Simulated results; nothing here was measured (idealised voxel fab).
process module | voxel transistor to metal
cross-section cut | 195 nm wide | cells 5 nm
A cross-section is a grid of square cells, given in bands from the top down. A band is one or more rows of cells.
Each band's line starts with the height of the band's top and of its bottom, in nm. Then come its materials from left to right, each with its width in nm. One material with "throughout" fills the band from edge to edge. "air" is empty space.
Height 0 is the level under which the wafer as received is all one material. The lowest band goes on downwards, as in "0 down".
A width such as "30 to 40" changes by the same amount from each row of cells to the next, from the band's top row to its bottom row.
"no change" after a step means that no cell of the cross-section changed.
closed voids: empty space of 8 cells or more with no open way to the top, each as width x height at its distance from the left edge, in nm
after a step's settings: what the simulator itself notes on the step
overlay nm, on a step with a mask: how far to the right of its planned place the mask lay; to the left if negative
Each pair below shows a cross-section before one step and the cross-section after it, down to the lowest band that changed. The line under each pair gives the step between them, with its settings. The pairs can come from different runs of this module on the same starting wafer, so a pair continues from the pair above only where its "before" says so.
before
  0 down: Si throughout
  closed voids: none
after
  5 to 0: SiO2 throughout
  below 0: unchanged
  closed voids: none
the step between: op CONFORMAL_DEP | material SiO2 | thk nm 5
before: the cross-section after the pair above
after
  20 to 5: SiN throughout
  below 5: unchanged
  closed voids: none
the step between: op CONFORMAL_DEP | material SiN | thk nm 15
before: the cross-section after the pair above
after
  35 to 20: air 40 | resist 115 | air 40
  below 20: unchanged
  closed voids: none
the step between: op PATTERN | tone cover | mask id ACTIVE | material resist | width nm 115 | thk nm 15 | overlay nm 0
before: the cross-section after the pair above
after
  35 to 20: air 40 | resist 115 | air 40
  20 to 5: air 40 | SiN 115 | air 40
  below 5: unchanged
  closed voids: none
the step between: op DIRECTIONAL_ETCH | etch materials SiN | depth nm 15
before: the cross-section after the pair above
after
  35 to 20: air 40 | resist 115 | air 40
  20 to 5: air 40 | SiN 115 | air 40
  5 to 0: air 40 | SiO2 115 | air 40
  below 0: unchanged
  closed voids: none
the step between: op DIRECTIONAL_ETCH | etch materials SiO2 | depth nm 5
before: the cross-section after the pair above
after
  35 to 20: air 40 | resist 115 | air 40
  20 to 5: air 40 | SiN 115 | air 40
  5 to 0: air 40 | SiO2 115 | air 40
  0 to -35: air 40 | Si 115 | air 40
  below -35: unchanged
  closed voids: none
the step between: op DIRECTIONAL_ETCH | etch materials Si | depth nm 35
before: the cross-section after the pair above
after
  20 to 5: air 40 | SiN 115 | air 40
  below 5: unchanged
  closed voids: none
the step between: op STRIP | etch materials resist
before: the cross-section after the pair above
after
  20 to 5: air 40 | SiN 115 | air 40
  5 to 0: air 40 | SiO2 115 | air 40
  0 to -35: air 40 | SiO2 5 | Si 105 | SiO2 5 | air 40
  -35 to -40: SiO2 45 | Si 105 | SiO2 45
  below -40: unchanged
  closed voids: none
the step between: op OXIDIZE | depth nm 5
before: the cross-section after the pair above
after
  25 to 20: SiO2 throughout
  20 to 5: SiO2 40 | SiN 115 | SiO2 40
  5 to 0: SiO2 throughout
  0 to -40: SiO2 45 | Si 105 | SiO2 45
  below -40: unchanged
  closed voids: none
the step between: op FILL_DEP | material SiO2 | thk nm 5
before: the cross-section after the pair above
after
  20 to 5: SiO2 40 | SiN 115 | SiO2 40
  below 5: unchanged
  closed voids: none
the step between: op CMP | height nm 20
before: the cross-section after the pair above
after
  20 to 10: air 40 | SiN 115 | air 40
  below 10: unchanged
  closed voids: none
the step between: op SELECTIVE_ETCH | etch materials SiO2 | depth nm 10
before: the cross-section after the pair above
after
  10 to 5: SiO2 40 | air 115 | SiO2 40
  below 5: unchanged
  closed voids: none
the step between: op STRIP | etch materials SiN
before: the cross-section after the pair above
after
  5 to 0: SiO2 35 | air 125 | SiO2 35
  below 0: unchanged
  closed voids: none
the step between: op SELECTIVE_ETCH | etch materials SiO2 | depth nm 5
before: the cross-section after the pair above
after
  5 to 0: SiO2 35 | air 125 | SiO2 35
  0 to -5: SiO2 throughout
  below -5: unchanged
  closed voids: none
the step between: op OXIDIZE | depth nm 5
before: the cross-section after the pair above
after
  35 to 30: polySi 35 | air 125 | polySi 35
  30 to 5: polySi throughout
  5 to 0: SiO2 35 | polySi 125 | SiO2 35
  below 0: unchanged
  closed voids: none
the step between: op DIRECTIONAL_DEP | material polySi | thk nm 30
before: the cross-section after the pair above
after
  50 to 45: SiCN 35 | air 125 | SiCN 35
  45 to 35: SiCN throughout
  35 to 30: polySi 35 | SiCN 125 | polySi 35
  below 30: unchanged
  closed voids: none
the step between: op DIRECTIONAL_DEP | material SiCN | thk nm 15
before: the cross-section after the pair above
after
  65 to 50: air 80 | resist 35 | air 80
  50 to 45: SiCN 35 | air 45 | resist 35 | air 45 | SiCN 35
  below 45: unchanged
  closed voids: none
the step between: op PATTERN | tone cover | mask id GATE | material resist | width nm 35 | thk nm 15 | overlay nm 0
before: the cross-section after the pair above
after
  65 to 45: air 80 | resist 35 | air 80
  45 to 35: air 80 | SiCN 35 | air 80
  35 to 30: polySi 35 | air 45 | SiCN 35 | air 45 | polySi 35
  below 30: unchanged
  closed voids: none
the step between: op DIRECTIONAL_ETCH | etch materials SiCN | depth nm 25
before: the cross-section after the pair above
after
  65 to 45: air 80 | resist 35 | air 80
  45 to 30: air 80 | SiCN 35 | air 80
  30 to 5: air 80 | polySi 35 | air 80
  5 to 0: SiO2 35 | air 45 | polySi 35 | air 45 | SiO2 35
  below 0: unchanged
  closed voids: none
the step between: op DIRECTIONAL_ETCH | etch materials polySi | depth nm 40
before: the cross-section after the pair above
after
  45 to 30: air 80 | SiCN 35 | air 80
  below 30: unchanged
  closed voids: none
the step between: op STRIP | etch materials resist
before: the cross-section after the pair above
after
  50 to 45: air 75 | SiN 45 | air 75
  45 to 30: air 75 | SiN 5 | SiCN 35 | SiN 5 | air 75
  30 to 10: air 75 | SiN 5 | polySi 35 | SiN 5 | air 75
  10 to 5: SiN 40 | air 35 | SiN 5 | polySi 35 | SiN 5 | air 35 | SiN 40
  5 to 0: SiO2 35 | SiN 45 | polySi 35 | SiN 45 | SiO2 35
  below 0: unchanged
  closed voids: none
the step between: op CONFORMAL_DEP | material SiN | thk nm 5
before: the cross-section after the pair above
after
  45 to 30: air 75 | SiN 5 | SiCN 35 | SiN 5 | air 75
  30 to 5: air 75 | SiN 5 | polySi 35 | SiN 5 | air 75
  5 to 0: SiO2 35 | SiN 5 | air 35 | SiN 5 | polySi 35 | SiN 5 | air 35 | SiN 5 | SiO2 35
  below 0: unchanged
  closed voids: none
the step between: op DIRECTIONAL_ETCH | etch materials SiN | depth nm 5
before: the cross-section after the pair above
after
  45 to 30: air 75 | SiN 5 | SiCN 35 | SiN 5 | air 75
  30 to 5: air 75 | SiN 5 | polySi 35 | SiN 5 | air 75
  5 to 0: air 35 | SiN 5 | air 35 | SiN 5 | polySi 35 | SiN 5 | air 35 | SiN 5 | air 35
  0 to -5: SiO2 40 | air 35 | SiO2 45 | air 35 | SiO2 40
  below -5: unchanged
  closed voids: none
the step between: op DIRECTIONAL_ETCH | etch materials SiO2 | depth nm 5
before: the cross-section after the pair above
after
  45 to 30: air 75 | SiN 5 | SiCN 35 | SiN 5 | air 75
  30 to 5: air 75 | SiN 5 | polySi 35 | SiN 5 | air 75
  5 to 0: air 35 | SiN 5 | air 35 | SiN 5 | polySi 35 | SiN 5 | air 35 | SiN 5 | air 35
  0 to -5: SiO2 40 | air 35 | SiO2 45 | air 35 | SiO2 40
  -5 to -20: SiO2 45 | air 30 | Si 45 | air 30 | SiO2 45
  below -20: unchanged
  closed voids: none
the step between: op DIRECTIONAL_ETCH | etch materials Si | depth nm 15
before: the cross-section after the pair above
after
  45 to 30: air 75 | SiN 5 | SiCN 35 | SiN 5 | air 75
  30 to 15: air 75 | SiN 5 | polySi 35 | SiN 5 | air 75
  15 to 5: air 55 | nSi 20 | SiN 5 | polySi 35 | SiN 5 | nSi 20 | air 55
  5 to 0: air 35 | SiN 5 | air 15 | nSi 20 | SiN 5 | polySi 35 | SiN 5 | nSi 20 | air 15 | SiN 5 | air 35
  0 to -5: SiO2 40 | nSi 35 | SiO2 45 | nSi 35 | SiO2 40
  -5 to -20: SiO2 45 | nSi 30 | Si 45 | nSi 30 | SiO2 45
  below -20: unchanged
  closed voids: none
the step between: op EPI | material nSi | thk nm 20
before: the cross-section after the pair above
after
  50 to 45: SiO2 throughout
  45 to 30: SiO2 75 | SiN 5 | SiCN 35 | SiN 5 | SiO2 75
  30 to 15: SiO2 75 | SiN 5 | polySi 35 | SiN 5 | SiO2 75
  15 to 5: SiO2 55 | nSi 20 | SiN 5 | polySi 35 | SiN 5 | nSi 20 | SiO2 55
  5 to 0: SiO2 35 | SiN 5 | SiO2 15 | nSi 20 | SiN 5 | polySi 35 | SiN 5 | nSi 20 | SiO2 15 | SiN 5 | SiO2 35
  below 0: unchanged
  closed voids: none
the step between: op FILL_DEP | material SiO2 | thk nm 5
before: the cross-section after the pair above
after
  30 to 15: SiO2 75 | SiN 5 | polySi 35 | SiN 5 | SiO2 75
  below 15: unchanged
  closed voids: none
the step between: op CMP | height nm 30
before: the cross-section after the pair above
after
  30 to 15: SiO2 75 | SiN 5 | air 35 | SiN 5 | SiO2 75
  15 to 5: SiO2 55 | nSi 20 | SiN 5 | air 35 | SiN 5 | nSi 20 | SiO2 55
  5 to 0: SiO2 35 | SiN 5 | SiO2 15 | nSi 20 | SiN 5 | air 35 | SiN 5 | nSi 20 | SiO2 15 | SiN 5 | SiO2 35
  below 0: unchanged
  closed voids: none
the step between: op STRIP | etch materials polySi
before: the cross-section after the pair above
after
  30 to 25: air 75 | SiN 5 | air 35 | SiN 5 | air 75
  25 to 15: SiO2 75 | SiN 5 | air 35 | SiN 5 | SiO2 75
  15 to 5: SiO2 55 | nSi 20 | SiN 5 | air 35 | SiN 5 | nSi 20 | SiO2 55
  5 to 0: SiO2 35 | SiN 5 | SiO2 15 | nSi 20 | SiN 5 | air 35 | SiN 5 | nSi 20 | SiO2 15 | SiN 5 | SiO2 35
  0 to -5: SiO2 40 | nSi 35 | air 45 | nSi 35 | SiO2 40
  below -5: unchanged
  closed voids: none
the step between: op SELECTIVE_ETCH | etch materials SiO2 | depth nm 5
before: the cross-section after the pair above
after
  35 to 30: air 70 | HfO2 15 | air 25 | HfO2 15 | air 70
  30 to 25: HfO2 75 | SiN 5 | HfO2 5 | air 25 | HfO2 5 | SiN 5 | HfO2 75
  25 to 15: SiO2 75 | SiN 5 | HfO2 5 | air 25 | HfO2 5 | SiN 5 | SiO2 75
  15 to 5: SiO2 55 | nSi 20 | SiN 5 | HfO2 5 | air 25 | HfO2 5 | SiN 5 | nSi 20 | SiO2 55
  5 to 0: SiO2 35 | SiN 5 | SiO2 15 | nSi 20 | SiN 5 | HfO2 5 | air 25 | HfO2 5 | SiN 5 | nSi 20 | SiO2 15 | SiN 5 | SiO2 35
  0 to -5: SiO2 40 | nSi 35 | HfO2 45 | nSi 35 | SiO2 40
  below -5: unchanged
  closed voids: none
the step between: op CONFORMAL_DEP | material HfO2 | thk nm 5
before: the cross-section after the pair above
after
  40 to 35: air 65 | TiN 25 | air 15 | TiN 25 | air 65
  35 to 30: TiN 70 | HfO2 15 | TiN 5 | air 15 | TiN 5 | HfO2 15 | TiN 70
  30 to 25: HfO2 75 | SiN 5 | HfO2 5 | TiN 5 | air 15 | TiN 5 | HfO2 5 | SiN 5 | HfO2 75
  25 to 15: SiO2 75 | SiN 5 | HfO2 5 | TiN 5 | air 15 | TiN 5 | HfO2 5 | SiN 5 | SiO2 75
  15 to 5: SiO2 55 | nSi 20 | SiN 5 | HfO2 5 | TiN 5 | air 15 | TiN 5 | HfO2 5 | SiN 5 | nSi 20 | SiO2 55
  5 to 0: SiO2 35 | SiN 5 | SiO2 15 | nSi 20 | SiN 5 | HfO2 5 | TiN 25 | HfO2 5 | SiN 5 | nSi 20 | SiO2 15 | SiN 5 | SiO2 35
  below 0: unchanged
  closed voids: none
the step between: op CONFORMAL_DEP | material TiN | thk nm 5
before: the cross-section after the pair above
after
  50 to 40: W throughout
  40 to 35: W 65 | TiN 25 | W 15 | TiN 25 | W 65
  35 to 30: TiN 70 | HfO2 15 | TiN 5 | W 15 | TiN 5 | HfO2 15 | TiN 70
  30 to 25: HfO2 75 | SiN 5 | HfO2 5 | TiN 5 | W 15 | TiN 5 | HfO2 5 | SiN 5 | HfO2 75
  25 to 15: SiO2 75 | SiN 5 | HfO2 5 | TiN 5 | W 15 | TiN 5 | HfO2 5 | SiN 5 | SiO2 75
  15 to 5: SiO2 55 | nSi 20 | SiN 5 | HfO2 5 | TiN 5 | W 15 | TiN 5 | HfO2 5 | SiN 5 | nSi 20 | SiO2 55
  below 5: unchanged
  closed voids: none
the step between: op FILL_DEP | material W | thk nm 10
before: the cross-section after the pair above
after
  25 to 15: SiO2 75 | SiN 5 | HfO2 5 | TiN 5 | W 15 | TiN 5 | HfO2 5 | SiN 5 | SiO2 75
  below 15: unchanged
  closed voids: none
the step between: op CMP | height nm 25
before: the cross-section after the pair above
after
  40 to 25: SiO2 throughout
  below 25: unchanged
  closed voids: none
the step between: op DIRECTIONAL_DEP | material SiO2 | thk nm 15
before: the cross-section after the pair above
after
  55 to 40: aC throughout
  below 40: unchanged
  closed voids: none
the step between: op DIRECTIONAL_DEP | material aC | thk nm 15
before: the cross-section after the pair above
after
  90 to 55: resist 45 | air 15 | resist 75 | air 15 | resist 45
  below 55: unchanged
  closed voids: none
the step between: op PATTERN | tone open | mask id CONTACT | material resist | width nm 15 | pitch nm 90 | thk nm 35 | overlay nm 0
before: the cross-section after the pair above
after
  75 to 55: resist 45 | air 15 | resist 75 | air 15 | resist 45
  55 to 40: aC 45 | air 15 | aC 75 | air 15 | aC 45
  below 40: unchanged
  closed voids: none
the step between: op DIRECTIONAL_ETCH | etch materials aC | depth nm 15
before: the cross-section after the pair above
after
  55 to 40: aC 45 | air 15 | aC 75 | air 15 | aC 45
  below 40: unchanged
  closed voids: none
the step between: op STRIP | etch materials resist
before: the cross-section after the pair above
after
  55 to 40: aC 45 | air 15 | aC 75 | air 15 | aC 45
  40 to 25: SiO2 45 | air 15 | SiO2 75 | air 15 | SiO2 45
  25 to 15: SiO2 45 | air 15 | SiO2 15 | SiN 5 | HfO2 5 | TiN 5 | W 15 | TiN 5 | HfO2 5 | SiN 5 | SiO2 15 | air 15 | SiO2 45
  15 to 5: SiO2 45 | air 10 | nSi 20 | SiN 5 | HfO2 5 | TiN 5 | W 15 | TiN 5 | HfO2 5 | SiN 5 | nSi 20 | air 10 | SiO2 45
  5 to 0: SiO2 35 | SiN 5 | SiO2 5 | air 10 | nSi 20 | SiN 5 | HfO2 5 | TiN 25 | HfO2 5 | SiN 5 | nSi 20 | air 10 | SiO2 5 | SiN 5 | SiO2 35
  below 0: unchanged
  closed voids: none
the step between: op DIRECTIONAL_ETCH | etch materials SiO2 | depth nm 40
before: the cross-section after the pair above
after
  40 to 25: SiO2 45 | air 15 | SiO2 75 | air 15 | SiO2 45
  below 25: unchanged
  closed voids: none
the step between: op STRIP | etch materials aC
before: the cross-section after the pair above
after
  45 to 40: TiN 50 | air 5 | TiN 85 | air 5 | TiN 50
  40 to 25: SiO2 45 | TiN 5 | air 5 | TiN 5 | SiO2 75 | TiN 5 | air 5 | TiN 5 | SiO2 45
  25 to 20: SiO2 45 | TiN 5 | air 5 | TiN 5 | SiO2 15 | SiN 5 | HfO2 5 | TiN 5 | W 15 | TiN 5 | HfO2 5 | SiN 5 | SiO2 15 | TiN 5 | air 5 | TiN 5 | SiO2 45
  20 to 15: SiO2 45 | TiN 15 | SiO2 15 | SiN 5 | HfO2 5 | TiN 5 | W 15 | TiN 5 | HfO2 5 | SiN 5 | SiO2 15 | TiN 15 | SiO2 45
  15 to 5: SiO2 45 | TiN 10 | nSi 20 | SiN 5 | HfO2 5 | TiN 5 | W 15 | TiN 5 | HfO2 5 | SiN 5 | nSi 20 | TiN 10 | SiO2 45
  5 to 0: SiO2 35 | SiN 5 | SiO2 5 | TiN 10 | nSi 20 | SiN 5 | HfO2 5 | TiN 25 | HfO2 5 | SiN 5 | nSi 20 | TiN 10 | SiO2 5 | SiN 5 | SiO2 35
  below 0: unchanged
  closed voids: none
the step between: op CONFORMAL_DEP | material TiN | thk nm 5
before: the cross-section after the pair above
after
  50 to 45: W throughout
  45 to 40: TiN 50 | W 5 | TiN 85 | W 5 | TiN 50
  40 to 25: SiO2 45 | TiN 5 | W 5 | TiN 5 | SiO2 75 | TiN 5 | W 5 | TiN 5 | SiO2 45
  25 to 20: SiO2 45 | TiN 5 | W 5 | TiN 5 | SiO2 15 | SiN 5 | HfO2 5 | TiN 5 | W 15 | TiN 5 | HfO2 5 | SiN 5 | SiO2 15 | TiN 5 | W 5 | TiN 5 | SiO2 45
  below 20: unchanged
  closed voids: none
the step between: op FILL_DEP | material W | thk nm 5
before: the cross-section after the pair above
after
  40 to 25: SiO2 45 | TiN 5 | W 5 | TiN 5 | SiO2 75 | TiN 5 | W 5 | TiN 5 | SiO2 45
  below 25: unchanged
  closed voids: none
the step between: op CMP | height nm 40
before: the cross-section after the pair above
after
  45 to 40: SiCN throughout
  below 40: unchanged
  closed voids: none
the step between: op CONFORMAL_DEP | material SiCN | thk nm 5
before: the cross-section after the pair above
after
  65 to 45: SiO2 throughout
  below 45: unchanged
  closed voids: none
the step between: op DIRECTIONAL_DEP | material SiO2 | thk nm 20
before: the cross-section after the pair above
after
  85 to 65: resist 45 | air 15 | resist 75 | air 15 | resist 45
  below 65: unchanged
  closed voids: none
the step between: op PATTERN | tone open | mask id METAL_1 | material resist | width nm 15 | pitch nm 90 | thk nm 20 | overlay nm 0
before: the cross-section after the pair above
after
  85 to 65: resist 45 | air 15 | resist 75 | air 15 | resist 45
  65 to 45: SiO2 45 | air 15 | SiO2 75 | air 15 | SiO2 45
  below 45: unchanged
  closed voids: none
the step between: op DIRECTIONAL_ETCH | etch materials SiO2 | depth nm 20
before: the cross-section after the pair above
after
  85 to 65: resist 45 | air 15 | resist 75 | air 15 | resist 45
  65 to 45: SiO2 45 | air 15 | SiO2 75 | air 15 | SiO2 45
  45 to 40: SiCN 45 | air 15 | SiCN 75 | air 15 | SiCN 45
  below 40: unchanged
  closed voids: none
the step between: op DIRECTIONAL_ETCH | etch materials SiCN | depth nm 5
before: the cross-section after the pair above
after
  65 to 45: SiO2 45 | air 15 | SiO2 75 | air 15 | SiO2 45
  below 45: unchanged
  closed voids: none
the step between: op STRIP | etch materials resist
before: the cross-section after the pair above
after
  70 to 65: TiN 50 | air 5 | TiN 85 | air 5 | TiN 50
  65 to 45: SiO2 45 | TiN 5 | air 5 | TiN 5 | SiO2 75 | TiN 5 | air 5 | TiN 5 | SiO2 45
  45 to 40: SiCN 45 | TiN 15 | SiCN 75 | TiN 15 | SiCN 45
  below 40: unchanged
  closed voids: none
the step between: op CONFORMAL_DEP | material TiN | thk nm 5
before: the cross-section after the pair above
after
  80 to 70: Cu throughout
  70 to 65: TiN 50 | Cu 5 | TiN 85 | Cu 5 | TiN 50
  65 to 45: SiO2 45 | TiN 5 | Cu 5 | TiN 5 | SiO2 75 | TiN 5 | Cu 5 | TiN 5 | SiO2 45
  below 45: unchanged
  closed voids: none
the step between: op FILL_DEP | material Cu | thk nm 10
before: the cross-section after the pair above
after
  65 to 45: SiO2 45 | TiN 5 | Cu 5 | TiN 5 | SiO2 75 | TiN 5 | Cu 5 | TiN 5 | SiO2 45
  below 45: unchanged
  closed voids: none
the step between: op CMP | height nm 65
before: the cross-section after the pair above
after
  70 to 65: air 40 | Ru 25 | air 65 | Ru 25 | air 40
  below 65: unchanged
  closed voids: none
the step between: op EPI | material Ru | thk nm 5
before: the cross-section after the pair above
after
  75 to 70: SiCN throughout
  70 to 65: SiCN 40 | Ru 25 | SiCN 65 | Ru 25 | SiCN 40
  below 65: unchanged
  closed voids: none
the step between: op FILL_DEP | material SiCN | thk nm 5
before: the cross-section after the pair above
after
  100 to 75: SiO2 throughout
  below 75: unchanged
  closed voids: none
the step between: op DIRECTIONAL_DEP | material SiO2 | thk nm 25
before: the cross-section after the pair above
after
  120 to 100: resist 45 | air 15 | resist 75 | air 15 | resist 45
  below 100: unchanged
  closed voids: none
the step between: op PATTERN | tone open | mask id METAL_2 | material resist | width nm 15 | pitch nm 90 | thk nm 20 | overlay nm 0
before: the cross-section after the pair above
after
  120 to 100: resist 45 | air 15 | resist 75 | air 15 | resist 45
  100 to 85: SiO2 45 | air 15 | SiO2 75 | air 15 | SiO2 45
  below 85: unchanged
  closed voids: none
the step between: op DIRECTIONAL_ETCH | etch materials SiO2 | depth nm 15
before: the cross-section after the pair above
after
  100 to 85: SiO2 45 | air 15 | SiO2 75 | air 15 | SiO2 45
  below 85: unchanged
  closed voids: none
the step between: op STRIP | etch materials resist
before: the cross-section after the pair above
after
  100 to 75: SiO2 45 | air 15 | SiO2 75 | air 15 | SiO2 45
  below 75: unchanged
  closed voids: none
the step between: op MASKED_ETCH | tone open | mask id METAL_2_HOLES | width nm 15 | pitch nm 90 | etch materials SiO2 | depth nm 10 | overlay nm 0
before: the cross-section after the pair above
after
  100 to 75: SiO2 45 | air 15 | SiO2 75 | air 15 | SiO2 45
  75 to 70: SiCN 45 | air 15 | SiCN 75 | air 15 | SiCN 45
  below 70: unchanged
  closed voids: none
the step between: op MASKED_ETCH | tone open | mask id METAL_2_HOLES | width nm 15 | pitch nm 90 | etch materials SiCN | depth nm 5 | overlay nm 0
before: the cross-section after the pair above
after
  105 to 100: TiN 50 | air 5 | TiN 85 | air 5 | TiN 50
  100 to 75: SiO2 45 | TiN 5 | air 5 | TiN 5 | SiO2 75 | TiN 5 | air 5 | TiN 5 | SiO2 45
  75 to 70: SiCN 45 | TiN 15 | SiCN 75 | TiN 15 | SiCN 45
  below 70: unchanged
  closed voids: none
the step between: op CONFORMAL_DEP | material TiN | thk nm 5
before: the cross-section after the pair above
after
  115 to 105: Cu throughout
  105 to 100: TiN 50 | Cu 5 | TiN 85 | Cu 5 | TiN 50
  100 to 75: SiO2 45 | TiN 5 | Cu 5 | TiN 5 | SiO2 75 | TiN 5 | Cu 5 | TiN 5 | SiO2 45
  below 75: unchanged
  closed voids: none
the step between: op FILL_DEP | material Cu | thk nm 10
before: the cross-section after the pair above
after
  100 to 75: SiO2 45 | TiN 5 | Cu 5 | TiN 5 | SiO2 75 | TiN 5 | Cu 5 | TiN 5 | SiO2 45
  below 75: unchanged
  closed voids: none
the step between: op CMP | height nm 100
before: the cross-section after the pair above
after
  105 to 100: SiN throughout
  below 100: unchanged
  closed voids: none
the step between: op CONFORMAL_DEP | material SiN | thk nm 5
before
  80 to 70: Cu throughout
  70 to 65: TiN 50 | Cu 5 | TiN 85 | Cu 5 | TiN 50
  65 to 45: SiO2 45 | TiN 5 | Cu 5 | TiN 5 | SiO2 75 | TiN 5 | Cu 5 | TiN 5 | SiO2 45
  45 to 40: SiCN 45 | TiN 15 | SiCN 75 | TiN 15 | SiCN 45
  40 to 25: SiO2 45 | TiN 5 | W 5 | TiN 5 | SiO2 75 | TiN 5 | W 5 | TiN 5 | SiO2 45
  25 to 20: SiO2 45 | TiN 5 | W 5 | TiN 5 | SiO2 15 | SiN 5 | HfO2 5 | TiN 5 | W 15 | TiN 5 | HfO2 5 | SiN 5 | SiO2 15 | TiN 5 | W 5 | TiN 5 | SiO2 45
  20 to 15: SiO2 45 | TiN 15 | SiO2 15 | SiN 5 | HfO2 5 | TiN 5 | W 15 | TiN 5 | HfO2 5 | SiN 5 | SiO2 15 | TiN 15 | SiO2 45
  15 to 5: SiO2 45 | TiN 10 | nSi 20 | SiN 5 | HfO2 5 | TiN 5 | W 15 | TiN 5 | HfO2 5 | SiN 5 | nSi 20 | TiN 10 | SiO2 45
  5 to 0: SiO2 35 | SiN 5 | SiO2 5 | TiN 10 | nSi 20 | SiN 5 | HfO2 5 | TiN 25 | HfO2 5 | SiN 5 | nSi 20 | TiN 10 | SiO2 5 | SiN 5 | SiO2 35
  0 to -5: SiO2 40 | nSi 35 | HfO2 45 | nSi 35 | SiO2 40
  -5 to -20: SiO2 45 | nSi 30 | Si 45 | nSi 30 | SiO2 45
  -20 to -40: SiO2 45 | Si 105 | SiO2 45
  -40 down: Si throughout
  closed voids: none
after
  85 to 80: Ru throughout
  below 80: unchanged
  closed voids: none
the step between: op EPI | material Ru | thk nm 5
before: the cross-section after the pair above
after
  90 to 85: SiCN throughout
  below 85: unchanged
  closed voids: none
the step between: op FILL_DEP | material SiCN | thk nm 5
before: the cross-section after the pair above
after
  115 to 90: SiO2 throughout
  below 90: unchanged
  closed voids: none
the step between: op DIRECTIONAL_DEP | material SiO2 | thk nm 25
before: the cross-section after the pair above
after
  135 to 115: resist 45 | air 15 | resist 75 | air 15 | resist 45
  below 115: unchanged
  closed voids: none
the step between: op PATTERN | tone open | mask id METAL_2 | material resist | width nm 15 | pitch nm 90 | thk nm 20 | overlay nm 0
before: the cross-section after the pair above
after
  135 to 115: resist 45 | air 15 | resist 75 | air 15 | resist 45
  115 to 100: SiO2 45 | air 15 | SiO2 75 | air 15 | SiO2 45
  below 100: unchanged
  closed voids: none
the step between: op DIRECTIONAL_ETCH | etch materials SiO2 | depth nm 15
before: the cross-section after the pair above
after
  115 to 100: SiO2 45 | air 15 | SiO2 75 | air 15 | SiO2 45
  below 100: unchanged
  closed voids: none
the step between: op STRIP | etch materials resist
before: the cross-section after the pair above
after
  115 to 90: SiO2 45 | air 15 | SiO2 75 | air 15 | SiO2 45
  below 90: unchanged
  closed voids: none
the step between: op MASKED_ETCH | tone open | mask id METAL_2_HOLES | width nm 15 | pitch nm 90 | etch materials SiO2 | depth nm 10 | overlay nm 0
before: the cross-section after the pair above
after
  115 to 90: SiO2 45 | air 15 | SiO2 75 | air 15 | SiO2 45
  90 to 85: SiCN 45 | air 15 | SiCN 75 | air 15 | SiCN 45
  below 85: unchanged
  closed voids: none
the step between: op MASKED_ETCH | tone open | mask id METAL_2_HOLES | width nm 15 | pitch nm 90 | etch materials SiCN | depth nm 5 | overlay nm 0
before: the cross-section after the pair above
after
  120 to 115: TiN 50 | air 5 | TiN 85 | air 5 | TiN 50
  115 to 90: SiO2 45 | TiN 5 | air 5 | TiN 5 | SiO2 75 | TiN 5 | air 5 | TiN 5 | SiO2 45
  90 to 85: SiCN 45 | TiN 15 | SiCN 75 | TiN 15 | SiCN 45
  below 85: unchanged
  closed voids: none
the step between: op CONFORMAL_DEP | material TiN | thk nm 5
before: the cross-section after the pair above
after
  130 to 120: Cu throughout
  120 to 115: TiN 50 | Cu 5 | TiN 85 | Cu 5 | TiN 50
  115 to 90: SiO2 45 | TiN 5 | Cu 5 | TiN 5 | SiO2 75 | TiN 5 | Cu 5 | TiN 5 | SiO2 45
  below 90: unchanged
  closed voids: none
the step between: op FILL_DEP | material Cu | thk nm 10
before: the cross-section after the pair above
after
  100 to 90: SiO2 45 | TiN 5 | Cu 5 | TiN 5 | SiO2 75 | TiN 5 | Cu 5 | TiN 5 | SiO2 45
  below 90: unchanged
  closed voids: none
the step between: op CMP | height nm 100
before: the cross-section after the pair above
after
  105 to 100: SiN throughout
  below 100: unchanged
  closed voids: none
the step between: op CONFORMAL_DEP | material SiN | thk nm 5
before
  100 to 75: SiO2 throughout
  75 to 70: SiCN throughout
  70 to 65: SiCN 40 | Ru 25 | SiCN 65 | Ru 25 | SiCN 40
  65 to 45: SiO2 45 | TiN 5 | Cu 5 | TiN 5 | SiO2 75 | TiN 5 | Cu 5 | TiN 5 | SiO2 45
  45 to 40: SiCN 45 | TiN 15 | SiCN 75 | TiN 15 | SiCN 45
  40 to 25: SiO2 45 | TiN 5 | W 5 | TiN 5 | SiO2 75 | TiN 5 | W 5 | TiN 5 | SiO2 45
  25 to 20: SiO2 45 | TiN 5 | W 5 | TiN 5 | SiO2 15 | SiN 5 | HfO2 5 | TiN 5 | W 15 | TiN 5 | HfO2 5 | SiN 5 | SiO2 15 | TiN 5 | W 5 | TiN 5 | SiO2 45
  20 to 15: SiO2 45 | TiN 15 | SiO2 15 | SiN 5 | HfO2 5 | TiN 5 | W 15 | TiN 5 | HfO2 5 | SiN 5 | SiO2 15 | TiN 15 | SiO2 45
  15 to 5: SiO2 45 | TiN 10 | nSi 20 | SiN 5 | HfO2 5 | TiN 5 | W 15 | TiN 5 | HfO2 5 | SiN 5 | nSi 20 | TiN 10 | SiO2 45
  5 to 0: SiO2 35 | SiN 5 | SiO2 5 | TiN 10 | nSi 20 | SiN 5 | HfO2 5 | TiN 25 | HfO2 5 | SiN 5 | nSi 20 | TiN 10 | SiO2 5 | SiN 5 | SiO2 35
  0 to -5: SiO2 40 | nSi 35 | HfO2 45 | nSi 35 | SiO2 40
  -5 to -20: SiO2 45 | nSi 30 | Si 45 | nSi 30 | SiO2 45
  -20 to -40: SiO2 45 | Si 105 | SiO2 45
  -40 down: Si throughout
  closed voids: none
after
  125 to 75: SiO2 throughout
  below 75: unchanged
  closed voids: none
the step between: op DIRECTIONAL_DEP | material SiO2 | thk nm 25
before: the cross-section after the pair above
after
  145 to 125: resist 45 | air 15 | resist 75 | air 15 | resist 45
  below 125: unchanged
  closed voids: none
the step between: op PATTERN | tone open | mask id METAL_2 | material resist | width nm 15 | pitch nm 90 | thk nm 20 | overlay nm 0
before: the cross-section after the pair above
after
  145 to 125: resist 45 | air 15 | resist 75 | air 15 | resist 45
  125 to 110: SiO2 45 | air 15 | SiO2 75 | air 15 | SiO2 45
  below 110: unchanged
  closed voids: none
the step between: op DIRECTIONAL_ETCH | etch materials SiO2 | depth nm 15
before: the cross-section after the pair above
after
  125 to 110: SiO2 45 | air 15 | SiO2 75 | air 15 | SiO2 45
  below 110: unchanged
  closed voids: none
the step between: op STRIP | etch materials resist
before: the cross-section after the pair above
after
  125 to 100: SiO2 45 | air 15 | SiO2 75 | air 15 | SiO2 45
  below 100: unchanged
  closed voids: none
the step between: op MASKED_ETCH | tone open | mask id METAL_2_HOLES | width nm 15 | pitch nm 90 | etch materials SiO2 | depth nm 10 | overlay nm 0
before: the cross-section after the pair above
after
  130 to 125: TiN 50 | air 5 | TiN 85 | air 5 | TiN 50
  125 to 105: SiO2 45 | TiN 5 | air 5 | TiN 5 | SiO2 75 | TiN 5 | air 5 | TiN 5 | SiO2 45
  105 to 100: SiO2 45 | TiN 15 | SiO2 75 | TiN 15 | SiO2 45
  below 100: unchanged
  closed voids: none
the step between: op CONFORMAL_DEP | material TiN | thk nm 5
